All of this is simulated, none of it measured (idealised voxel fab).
The name of this process module is voxel quadruple lines.
The figure presents cross-section cut, which has a width of 160 nm and is divided into square cells with an edge length of 5 nm.
If you're reading a cross-section in this doc, picture square cells in a grid; it comes to you as bands, top ones listed first down to the bottom, and a band can be one or more rows of cells. Band: top height; bottom height; in nm. Then, left to right: material with width in nm, for each material. "throughout": a single material spanning edge to edge. "blank": empty space. Ref level 0: as-received wafer is one material below here. Bottom band extends down with no lower bound ("0 -> down"). The notation "30..40" denotes a width that varies across the rows of cells in the band, beginning at the first number in the top row, finishing at the second number in the bottom row, and changing by an identical amount from each row to the next. You'll sometimes find "same as before" written for a step, and that's the way of saying that nowhere in the cross-section did a cell change during that step. Enclosed voids (no open way to top), threshold 8 cells or more, entry "Fully sealed voids", notation width x height at distance, distance from left edge, nm. Read whatever lies past the settings on a step's line as the simulator's own remark about the step. Regarding "overlay nm": on a step with a mask, it is the distance the mask lay to the right of its planned place; a negative value places it to the left. Pairs from here to the end. Each: cross-section before one process step, cross-section after it, the latter only as far down as the lowest band that changed. Under each: the step between, and its settings. Mind that the pairs may be taken from different runs of this module on the same starting wafer; whether a pair continues from the pair above depends on its entry headed "before", and it does only where that entry says so.
**before**
- 35 -> 15 | 20 blank / 5 SiN / 10 blank / 5 SiN / 20 blank / 5 SiN / 10 blank / 10 SiN / 10 blank / 5 SiN / 20 blank / 5 SiN / 10 blank / 5 SiN / 20 blank
- 15 -> 5 | W throughout
- 5 -> 0 | Al2O3 throughout
- 0 -> down | Si throughout
- Fully sealed voids: none
**Step Outcome**
- 35 -> 15 | 20 blank / 5 SiN / 10 blank / 5 SiN / 20 blank / 5 SiN / 10 blank / 10 SiN / 10 blank / 5 SiN / 20 blank / 5 SiN / 10 blank / 5 SiN / 20 blank
- 15 -> 5 | 20 blank / 5 W / 10 blank / 5 W / 20 blank / 5 W / 10 blank / 10 W / 10 blank / 5 W / 20 blank / 5 W / 10 blank / 5 W / 20 blank
- Note: structure below 5 unchanged.
- Fully sealed voids: none
Between the two cross-sections above, the process step reads DIRECTIONAL_ETCH,etch materials W,depth nm 10
before: The cross-section prior to this step is the one presented after the step of the pair immediately above.
**Step Outcome**
- 15 -> 5 | 20 blank / 5 W / 10 blank / 5 W / 20 blank / 5 W / 10 blank / 10 W / 10 blank / 5 W / 20 blank / 5 W / 10 blank / 5 W / 20 blank
- Note: structure below 5 unchanged.
- Fully sealed voids: none
Between the two cross-sections above, the process step reads STRIP,etch materials SiN
**before**
- 55 -> 35 | aC throughout
- 35 -> 15 | polySi throughout
- 15 -> 5 | W throughout
- 5 -> 0 | Al2O3 throughout
- 0 -> down | Si throughout
- Fully sealed voids: none
**Step Outcome**
- 80 -> 55 | 35 blank / 20 resist / 40 blank / 20 resist / 45 blank
- Note: structure below 55 unchanged.
- Fully sealed voids: none
Between the two cross-sections above, the process step reads PATTERN,tone cover,mask id MANDREL,material resist,width nm 20,pitch nm 60,thk nm 25,overlay nm -5
before: The cross-section prior to this step is the one presented after the step of the pair immediately above.
**Step Outcome**
- 60 -> 55 | 35 blank / 20 resist / 40 blank / 20 resist / 45 blank
- 55 -> 35 | 35 blank / 20 aC / 40 blank / 20 aC / 45 blank
- Note: structure below 35 unchanged.
- Fully sealed voids: none
Between the two cross-sections above, the process step reads DIRECTIONAL_ETCH,etch materials aC,depth nm 20
before: The cross-section prior to this step is the one presented after the step of the pair immediately above.
**Step Outcome**
- 55 -> 35 | 35 blank / 20 aC / 40 blank / 20 aC / 45 blank
- Note: structure below 35 unchanged.
- Fully sealed voids: none
Between the two cross-sections above, the process step reads STRIP,etch materials resist
before: The cross-section prior to this step is the one presented after the step of the pair immediately above.
**Step Outcome**
- 65 -> 55 | 25 blank / 40 SiO2 / 20 blank / 40 SiO2 / 35 blank
- 55 -> 45 | 25 blank / 10 SiO2 / 20 aC / 10 SiO2 / 20 blank / 10 SiO2 / 20 aC / 10 SiO2 / 35 blank
- 45 -> 35 | 35 SiO2 / 20 aC / 40 SiO2 / 20 aC / 45 SiO2
- Note: structure below 35 unchanged.
- Fully sealed voids: none
Between the two cross-sections above, the process step reads CONFORMAL_DEP,material SiO2,thk nm 10
before: The cross-section prior to this step is the one presented after the step of the pair immediately above.
**Step Outcome**
- 55 -> 35 | 25 blank / 10 SiO2 / 20 aC / 10 SiO2 / 20 blank / 10 SiO2 / 20 aC / 10 SiO2 / 35 blank
- Note: structure below 35 unchanged.
- Fully sealed voids: none
Between the two cross-sections above, the process step reads DIRECTIONAL_ETCH,etch materials SiO2,depth nm 10
before: The cross-section prior to this step is the one presented after the step of the pair immediately above.
**Step Outcome**
- 55 -> 35 | 25 blank / 10 SiO2 / 20 blank / 10 SiO2 / 20 blank / 10 SiO2 / 20 blank / 10 SiO2 / 35 blank
- Note: structure below 35 unchanged.
- Fully sealed voids: none
Between the two cross-sections above, the process step reads STRIP,etch materials aC
before: The cross-section prior to this step is the one presented after the step of the pair immediately above.
**Step Outcome**
- 55 -> 35 | 25 blank / 10 SiO2 / 20 blank / 10 SiO2 / 20 blank / 10 SiO2 / 20 blank / 10 SiO2 / 35 blank
- 35 -> 15 | 25 blank / 10 polySi / 20 blank / 10 polySi / 20 blank / 10 polySi / 20 blank / 10 polySi / 35 blank
- Note: structure below 15 unchanged.
- Fully sealed voids: none
Between the two cross-sections above, the process step reads DIRECTIONAL_ETCH,etch materials polySi,depth nm 20
before: The cross-section prior to this step is the one presented after the step of the pair immediately above.
**Step Outcome**
- 35 -> 15 | 25 blank / 10 polySi / 20 blank / 10 polySi / 20 blank / 10 polySi / 20 blank / 10 polySi / 35 blank
- Note: structure below 15 unchanged.
- Fully sealed voids: none
Between the two cross-sections above, the process step reads STRIP,etch materials SiO2
before: The cross-section prior to this step is the one presented after the step of the pair immediately above.
**Step Outcome**
- 40 -> 35 | 20 blank / 20 SiN / 10 blank / 20 SiN / 10 blank / 20 SiN / 10 blank / 20 SiN / 30 blank
- 35 -> 20 | 20 blank / 5 SiN / 10 polySi / 5 SiN / 10 blank / 5 SiN / 10 polySi / 5 SiN / 10 blank / 5 SiN / 10 polySi / 5 SiN / 10 blank / 5 SiN / 10 polySi / 5 SiN / 30 blank
- 20 -> 15 | 25 SiN / 10 polySi / 20 SiN / 10 polySi / 20 SiN / 10 polySi / 20 SiN / 10 polySi / 35 SiN
- Note: structure below 15 unchanged.
- Fully sealed voids: none
Between the two cross-sections above, the process step reads CONFORMAL_DEP,material SiN,thk nm 5
before: The cross-section prior to this step is the one presented after the step of the pair immediately above.
**Step Outcome**
- 35 -> 15 | 20 blank / 5 SiN / 10 polySi / 5 SiN / 10 blank / 5 SiN / 10 polySi / 5 SiN / 10 blank / 5 SiN / 10 polySi / 5 SiN / 10 blank / 5 SiN / 10 polySi / 5 SiN / 30 blank
- Note: structure below 15 unchanged.
- Fully sealed voids: none
Between the two cross-sections above, the process step reads DIRECTIONAL_ETCH,etch materials SiN,depth nm 5
before: The cross-section prior to this step is the one presented after the step of the pair immediately above.
**Step Outcome**
- 35 -> 15 | 20 blank / 5 SiN / 10 blank / 5 SiN / 10 blank / 5 SiN / 10 blank / 5 SiN / 10 blank / 5 SiN / 10 blank / 5 SiN / 10 blank / 5 SiN / 10 blank / 5 SiN / 30 blank
- Note: structure below 15 unchanged.
- Fully sealed voids: none
Between the two cross-sections above, the process step reads STRIP,etch materials polySi
before: The cross-section prior to this step is the one presented after the step of the pair immediately above.
**Step Outcome**
- 35 -> 15 | 20 blank / 5 SiN / 10 blank / 5 SiN / 10 blank / 5 SiN / 10 blank / 5 SiN / 10 blank / 5 SiN / 10 blank / 5 SiN / 10 blank / 5 SiN / 10 blank / 5 SiN / 30 blank
- 15 -> 5 | 20 blank / 5 W / 10 blank / 5 W / 10 blank / 5 W / 10 blank / 5 W / 10 blank / 5 W / 10 blank / 5 W / 10 blank / 5 W / 10 blank / 5 W / 30 blank
- Note: structure below 5 unchanged.
- Fully sealed voids: none
Between the two cross-sections above, the process step reads DIRECTIONAL_ETCH,etch materials W,depth nm 10
before: The cross-section prior to this step is the one presented after the step of the pair immediately above.
**Step Outcome**
- 15 -> 5 | 20 blank / 5 W / 10 blank / 5 W / 10 blank / 5 W / 10 blank / 5 W / 10 blank / 5 W / 10 blank / 5 W / 10 blank / 5 W / 10 blank / 5 W / 30 blank
- Note: structure below 5 unchanged.
- Fully sealed voids: none
Between the two cross-sections above, the process step reads STRIP,etch materials SiN
**before**
- 35 -> 15 | polySi throughout
- 15 -> 5 | W throughout
- 5 -> 0 | Al2O3 throughout
- 0 -> down | Si throughout
- Fully sealed voids: none
**Step Outcome**
- 55 -> 35 | Al2O3 throughout
- Note: structure below 35 unchanged.
- Fully sealed voids: none
Between the two cross-sections above, the process step reads DIRECTIONAL_DEP,material Al2O3,thk nm 20
before: The cross-section prior to this step is the one presented after the step of the pair immediately above.
**Step Outcome**
- 80 -> 55 | 40 blank / 20 resist / 40 blank / 20 resist / 40 blank
- Note: structure below 55 unchanged.
- Fully sealed voids: none
Between the two cross-sections above, the process step reads PATTERN,tone cover,mask id MANDREL,material resist,width nm 20,pitch nm 60,thk nm 25,overlay nm 0
before: The cross-section prior to this step is the one presented after the step of the pair immediately above.
**Step Outcome**
- 60 -> 55 | 40 blank / 20 resist / 40 blank / 20 resist / 40 blank
- Note: structure below 55 unchanged.
- Fully sealed voids: none
Between the two cross-sections above, the process step reads DIRECTIONAL_ETCH,etch materials aC,depth nm 20
before: The cross-section prior to this step is the one presented after the step of the pair immediately above.
**Step Outcome**
- 55 -> 35 | Al2O3 throughout
- Note: structure below 35 unchanged.
- Fully sealed voids: none
Between the two cross-sections above, the process step reads STRIP,etch materials resist
before: The cross-section prior to this step is the one presented after the step of the pair immediately above.
**Step Outcome**
- 65 -> 55 | SiO2 throughout
- Note: structure below 55 unchanged.
- Fully sealed voids: none
Between the two cross-sections above, the process step reads CONFORMAL_DEP,material SiO2,thk nm 10
before: The cross-section prior to this step is the one presented after the step of the pair immediately above.
**Step Outcome**
- 55 -> 35 | Al2O3 throughout
- Note: structure below 35 unchanged.
- Fully sealed voids: none
Between the two cross-sections above, the process step reads DIRECTIONAL_ETCH,etch materials SiO2,depth nm 10
before: The cross-section prior to this step is the one presented after the step of the pair immediately above.
**Step Outcome**
- 60 -> 55 | SiN throughout
- Note: structure below 55 unchanged.
- Fully sealed voids: none
Between the two cross-sections above, the process step reads CONFORMAL_DEP,material SiN,thk nm 5
before: The cross-section prior to this step is the one presented after the step of the pair immediately above.
**Step Outcome**
- 55 -> 35 | Al2O3 throughout
- Note: structure below 35 unchanged.
- Fully sealed voids: none
Between the two cross-sections above, the process step reads DIRECTIONAL_ETCH,etch materials SiN,depth nm 5
**before**
- 55 -> 35 | aC throughout
- 35 -> 15 | polySi throughout
- 15 -> 5 | W throughout
- 5 -> 0 | Al2O3 throughout
- 0 -> down | Si throughout
- Fully sealed voids: none
**Step Outcome**
- 80 -> 55 | 40 resist / 20 blank / 40 resist / 20 blank / 40 resist
- Note: structure below 55 unchanged.
- Fully sealed voids: none
Between the two cross-sections above, the process step reads PATTERN,tone open,mask id MANDREL,material resist,width nm 20,pitch nm 60,thk nm 25,overlay nm 0
before: The cross-section prior to this step is the one presented after the step of the pair immediately above.
**Step Outcome**
- 60 -> 55 | 40 resist / 20 blank / 40 resist / 20 blank / 40 resist
- 55 -> 35 | 40 aC / 20 blank / 40 aC / 20 blank / 40 aC
- Note: structure below 35 unchanged.
- Fully sealed voids: none
Between the two cross-sections above, the process step reads DIRECTIONAL_ETCH,etch materials aC,depth nm 20
before: The cross-section prior to this step is the one presented after the step of the pair immediately above.
**Step Outcome**
- 55 -> 35 | 40 aC / 20 blank / 40 aC / 20 blank / 40 aC
- Note: structure below 35 unchanged.
- Fully sealed voids: none
Between the two cross-sections above, the process step reads STRIP,etch materials resist
before: The cross-section prior to this step is the one presented after the step of the pair immediately above.
**Step Outcome**
- 65 -> 55 | SiO2 throughout
- 55 -> 35 | 40 aC / 20 SiO2 / 40 aC / 20 SiO2 / 40 aC
- Note: structure below 35 unchanged.
- Fully sealed voids: none
Between the two cross-sections above, the process step reads CONFORMAL_DEP,material SiO2,thk nm 10
before: The cross-section prior to this step is the one presented after the step of the pair immediately above.
**Step Outcome**
- 55 -> 35 | 40 aC / 20 SiO2 / 40 aC / 20 SiO2 / 40 aC
- Note: structure below 35 unchanged.
- Fully sealed voids: none
Between the two cross-sections above, the process step reads DIRECTIONAL_ETCH,etch materials SiO2,depth nm 10
before: The cross-section prior to this step is the one presented after the step of the pair immediately above.
**Step Outcome**
- 55 -> 35 | 40 blank / 20 SiO2 / 40 blank / 20 SiO2 / 40 blank
- Note: structure below 35 unchanged.
- Fully sealed voids: none
Between the two cross-sections above, the process step reads STRIP,etch materials aC
before: The cross-section prior to this step is the one presented after the step of the pair immediately above.
**Step Outcome**
- 55 -> 35 | 40 blank / 20 SiO2 / 40 blank / 20 SiO2 / 40 blank
- 35 -> 15 | 40 blank / 20 polySi / 40 blank / 20 polySi / 40 blank
- Note: structure below 15 unchanged.
- Fully sealed voids: none
Between the two cross-sections above, the process step reads DIRECTIONAL_ETCH,etch materials polySi,depth nm 20
before: The cross-section prior to this step is the one presented after the step of the pair immediately above.
**Step Outcome**
- 35 -> 15 | 40 blank / 20 polySi / 40 blank / 20 polySi / 40 blank
- Note: structure below 15 unchanged.
- Fully sealed voids: none
Between the two cross-sections above, the process step reads STRIP,etch materials SiO2
before: The cross-section prior to this step is the one presented after the step of the pair immediately above.
**Step Outcome**
- 40 -> 35 | 35 blank / 30 SiN / 30 blank / 30 SiN / 35 blank
- 35 -> 20 | 35 blank / 5 SiN / 20 polySi / 5 SiN / 30 blank / 5 SiN / 20 polySi / 5 SiN / 35 blank
- 20 -> 15 | 40 SiN / 20 polySi / 40 SiN / 20 polySi / 40 SiN
- Note: structure below 15 unchanged.
- Fully sealed voids: none
Between the two cross-sections above, the process step reads CONFORMAL_DEP,material SiN,thk nm 5
before: The cross-section prior to this step is the one presented after the step of the pair immediately above.
**Step Outcome**
- 35 -> 15 | 35 blank / 5 SiN / 20 polySi / 5 SiN / 30 blank / 5 SiN / 20 polySi / 5 SiN / 35 blank
- Note: structure below 15 unchanged.
- Fully sealed voids: none
Between the two cross-sections above, the process step reads DIRECTIONAL_ETCH,etch materials SiN,depth nm 5
before: The cross-section prior to this step is the one presented after the step of the pair immediately above.
**Step Outcome**
- 35 -> 15 | 35 blank / 5 SiN / 20 blank / 5 SiN / 30 blank / 5 SiN / 20 blank / 5 SiN / 35 blank
- Note: structure below 15 unchanged.
- Fully sealed voids: none
Between the two cross-sections above, the process step reads STRIP,etch materials polySi
before: The cross-section prior to this step is the one presented after the step of the pair immediately above.
**Step Outcome**
- 35 -> 15 | 35 blank / 5 SiN / 20 blank / 5 SiN / 30 blank / 5 SiN / 20 blank / 5 SiN / 35 blank
- 15 -> 5 | 35 blank / 5 W / 20 blank / 5 W / 30 blank / 5 W / 20 blank / 5 W / 35 blank
- Note: structure below 5 unchanged.
- Fully sealed voids: none
Between the two cross-sections above, the process step reads DIRECTIONAL_ETCH,etch materials W,depth nm 10
before: The cross-section prior to this step is the one presented after the step of the pair immediately above.
**Step Outcome**
- 15 -> 5 | 35 blank / 5 W / 20 blank / 5 W / 30 blank / 5 W / 20 blank / 5 W / 35 blank
- Note: structure below 5 unchanged.
- Fully sealed voids: none
Between the two cross-sections above, the process step reads STRIP,etch materials SiN
